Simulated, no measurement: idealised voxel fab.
The following is a process module called voxel plated lines.
Displayed cross-section: cut, width of 195 nm, square cells sized 5 nm.
A cross-section is written here as square cells arranged in a grid, and it is given in bands from the top down, each band taking up one or more rows of cells. First you get the band's top height and its bottom height, in nm, and then the materials it's made of, left to right, with each width in nm. If you see a single material with "full width", that one covers the band edge to edge. "blank" is empty space. Heads up on the height convention: 0 is the point under which the incoming wafer is all one material, and the lowest band has no bottom, it just keeps going down, like "0 -> down". The width entry "30..40" should be interpreted row by row: the top row of cells in the band takes the first number, the bottom row takes the second number, and the change between adjacent rows is uniform throughout. Step note "no change occurred" = no cross-section cell changed. Empty spaces without an open route to the top, at least 8 cells in extent, make up the entry "Fully sealed cavities"; each is given as width x height at distance, where the distance is measured from the left edge, and all are in nm. Step line, after settings: the simulator's comment on this step. The "overlay nm" setting may appear on a step's line; for a step that uses a mask, it gives how far to the right of its planned position the mask lay, and a negative value indicates the left.

[So here's the lineup of process steps we planned]
1,RECEIVE: material Si
2,CONFORMAL_DEP: material SiN, thk nm 10
3,DIRECTIONAL_DEP: material TiN, thk nm 5
4,PATTERN: tone open, mask id LINES, material resist, width nm 20, pitch nm 40, thk nm 15, overlay nm 0
5,EPI: material Ru, thk nm 5
6,STRIP: etch materials resist
7,DIRECTIONAL_ETCH: etch materials TiN, depth nm 5
8,CONFORMAL_DEP: material SiCN, thk nm 10

[First wafer of two (run as planned)]

[Received-state cross-section, reflecting completion of step 1]
0 -> down | Si full width
Fully sealed cavities: none

[Take a look at the wafer's cross-section after step 2]
10 -> 0 | SiN full width
Note: structure below 0 unchanged.

[Take a look at the wafer's cross-section after step 3]
15 -> 10 | TiN full width
Note: structure below 10 unchanged.

[Take a look at the wafer's cross-section after step 4]
30 -> 15 | resist 45 nm | blank 20 nm | resist 20 nm | blank 20 nm | resist 20 nm | blank 20 nm | resist 50 nm
Note: structure below 15 unchanged.

[Take a look at the wafer's cross-section after step 5]
30 -> 20 | resist 45 nm | blank 20 nm | resist 20 nm | blank 20 nm | resist 20 nm | blank 20 nm | resist 50 nm
20 -> 15 | resist 45 nm | Ru 20 nm | resist 20 nm | Ru 20 nm | resist 20 nm | Ru 20 nm | resist 50 nm
Note: structure below 15 unchanged.

[Take a look at the wafer's cross-section after step 6]
20 -> 15 | blank 45 nm | Ru 20 nm | blank 20 nm | Ru 20 nm | blank 20 nm | Ru 20 nm | blank 50 nm
Note: structure below 15 unchanged.

[Take a look at the wafer's cross-section after step 7]
20 -> 15 | blank 45 nm | Ru 20 nm | blank 20 nm | Ru 20 nm | blank 20 nm | Ru 20 nm | blank 50 nm
15 -> 10 | blank 45 nm | TiN 20 nm | blank 20 nm | TiN 20 nm | blank 20 nm | TiN 20 nm | blank 50 nm
Note: structure below 10 unchanged.

[Take a look at the wafer's cross-section after step 8]
30 -> 20 | blank 35 nm | SiCN 120 nm | blank 40 nm
20 -> 15 | SiCN 45 nm | Ru 20 nm | SiCN 20 nm | Ru 20 nm | SiCN 20 nm | Ru 20 nm | SiCN 50 nm
15 -> 10 | SiCN 45 nm | TiN 20 nm | SiCN 20 nm | TiN 20 nm | SiCN 20 nm | TiN 20 nm | SiCN 50 nm
Note: structure below 10 unchanged.

[Second wafer: same start and same plan as the first, one execution error; identical to the first through step 1]

[Cross-section, second wafer, at the end time the plan gives for step 2]
5 -> 0 | TiN full width
Note: structure below 0 unchanged.

[Cross-section, second wafer, at the end time the plan gives for step 3]
15 -> 5 | SiN full width
Note: structure below 5 unchanged.

[Cross-section, second wafer, at the end time the plan gives for step 4]
30 -> 15 | resist 45 nm | blank 20 nm | resist 20 nm | blank 20 nm | resist 20 nm | blank 20 nm | resist 50 nm
Note: structure below 15 unchanged.

Cross-section, second wafer, at the end time the plan gives for step 5: no change occurred

[Cross-section, second wafer, at the end time the plan gives for step 6]
15 -> 5 | SiN full width
Note: structure below 5 unchanged.

Cross-section, second wafer, at the end time the plan gives for step 7: no change occurred

[Cross-section, second wafer, at the end time the plan gives for step 8]
25 -> 15 | SiCN full width
Note: structure below 15 unchanged.
Run error: steps 2 and 3 got flipped, so each one ran where the other should have
End of process, cell counts, second wafer against first, materials with more or fewer: -12 Ru, -24 SiCN, +27 TiN
